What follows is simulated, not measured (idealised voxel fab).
You're looking at the process module voxel capacitor over wiring.
Section shown: cut. Width: 215 nm. Cell size: 5 nm, square.
Heads up, the way a cross-section reads in here is a grid of square cells, handed over as bands from the top down, with every band being one or more rows of cells. Quick guide to a band line: top height, bottom height (nm) up front; then every material left to right with its width in nm. Only one material and it's marked "edge to edge"? Then it fills the band edge to edge. And "air" just means empty space. Heights are measured from 0, the level below which the as-received wafer is all one material; the lowest band has no bottom and continues downward, written as in "0 -> down". You'd read "30->40" like this: the band's top row of cells is as wide as the first number, its bottom row is as wide as the second, and going down, every row changes width by the same amount as the row before did. The cross-section has no changed cell in any step marked "changes: none". For the entry "Completely sealed voids", the listed items are empty spaces with no open way to the top whose size is 8 cells or more; each item follows the pattern width x height at distance, where distance is from the left edge and all three are in nm. On each step's line, the part that comes after the settings is the simulator's own comment on the step. You can add "overlay nm" to a step's line. For a step with a mask, it describes how far the mask lay to the right of its planned position, and a negative number describes a lay to the left.
Listed below are the process steps as planned
| 1 | RECEIVE (material Si) |
| 2 | CONFORMAL_DEP (material SiO2; thk nm 15) |
| 3 | DIRECTIONAL_DEP (material TiN; thk nm 5) |
| 4 | DIRECTIONAL_DEP (material Ru; thk nm 25) |
| 5 | PATTERN (tone cover; mask id METAL_1; material resist; width nm 20; pitch nm 80; thk nm 15; overlay nm 0) |
| 6 | DIRECTIONAL_ETCH (etch materials Ru; depth nm 25) |
| 7 | DIRECTIONAL_ETCH (etch materials TiN; depth nm 5) |
| 8 | STRIP (etch materials resist) |
| 9 | FILL_DEP (material SiO2; thk nm 5) |
| 10 | CMP (height nm 45) |
| 11 | CONFORMAL_DEP (material SiCN; thk nm 5) |
| 12 | DIRECTIONAL_DEP (material SiO2; thk nm 10) |
| 13 | PATTERN (tone open; mask id PLUG_1; material resist; width nm 15; thk nm 15; overlay nm 0) |
| 14 | DIRECTIONAL_ETCH (etch materials SiO2; depth nm 10) |
| 15 | DIRECTIONAL_ETCH (etch materials SiCN; depth nm 5) |
| 16 | STRIP (etch materials resist) |
| 17 | EPI (material Ru; thk nm 10) |
| 18 | EPI (material Ru; thk nm 5) |
| 19 | DIRECTIONAL_DEP (material TiN; thk nm 10) |
| 20 | DIRECTIONAL_DEP (material Al2O3; thk nm 5) |
| 21 | DIRECTIONAL_DEP (material TiN; thk nm 5) |
| 22 | DIRECTIONAL_DEP (material aC; thk nm 15) |
| 23 | PATTERN (tone cover; mask id UPPER_PLATE; material resist; width nm 65; thk nm 30; overlay nm 0) |
| 24 | DIRECTIONAL_ETCH (etch materials aC; depth nm 15) |
| 25 | STRIP (etch materials resist) |
| 26 | DIRECTIONAL_ETCH (etch materials TiN; depth nm 5) |
| 27 | DIRECTIONAL_ETCH (etch materials Al2O3; depth nm 5) |
| 28 | STRIP (etch materials aC) |
| 29 | PATTERN (tone cover; mask id LOWER_PLATE; material resist; width nm 75; thk nm 20; overlay nm 0) |
| 30 | DIRECTIONAL_ETCH (etch materials TiN; depth nm 10) |
| 31 | STRIP (etch materials resist) |
| 32 | FILL_DEP (material SiO2; thk nm 15) |
| 33 | CMP (height nm 90) |
| 34 | PATTERN (tone open; mask id PLUG_2; material resist; width nm 15; thk nm 15; overlay nm 0) |
| 35 | DIRECTIONAL_ETCH (etch materials SiO2; depth nm 10) |
| 36 | STRIP (etch materials resist) |
| 37 | CONFORMAL_DEP (material TiN; thk nm 5) |
| 38 | FILL_DEP (material W; thk nm 10) |
| 39 | CMP (height nm 90) |
| 40 | CONFORMAL_DEP (material SiCN; thk nm 5) |
As received (post step 1): cross-section
0 -> down: Si edge to edge
Completely sealed voids: none
End-of-module cross-section of the first of two wafers, processed as planned
95 -> 90: SiCN edge to edge
90 -> 85: SiO2: 70; TiN: 5; W: 5; TiN: 5; SiO2: 130
85 -> 75: SiO2: 70->60; TiN: 15->65; SiO2: 130->90
75 -> 70: SiO2: 60; Al2O3: 65; SiO2: 90
70 -> 60: SiO2: 55; TiN: 75; SiO2: 85
60 -> 50: SiO2: 60; Ru: 15; SiO2: 140
50 -> 45: SiCN: 60; Ru: 15; SiCN: 140
45 -> 20: SiO2: 55; Ru: 20; SiO2: 60; Ru: 20; SiO2: 60
20 -> 15: SiO2: 55; TiN: 20; SiO2: 60; TiN: 20; SiO2: 60
15 -> 0: SiO2 edge to edge
0 -> down: Si edge to edge
Completely sealed voids: none
This cross-section belongs to the second wafer of two at the end of the module; the start and the plan were shared with the first, and the run included one mistake
85 -> 80: SiCN edge to edge
80 -> 75: SiO2: 60; TiN: 65; SiO2: 90
75 -> 70: SiO2: 60; Al2O3: 65; SiO2: 90
70 -> 60: SiO2: 55; TiN: 75; SiO2: 85
60 -> 50: SiO2: 60; Ru: 15; SiO2: 140
50 -> 45: SiCN: 60; Ru: 15; SiCN: 140
45 -> 20: SiO2: 55; Ru: 20; SiO2: 60; Ru: 20; SiO2: 60
20 -> 15: SiO2: 55; TiN: 20; SiO2: 60; TiN: 20; SiO2: 60
15 -> 0: SiO2 edge to edge
0 -> down: Si edge to edge
Completely sealed voids: none
Which mistake was made when the wafer was run? step 39: run off-plan, actual operation and settings CMP (height nm 80)
at the end the second wafer has, in cells: SiO2 -80 | TiN -5 | W -1
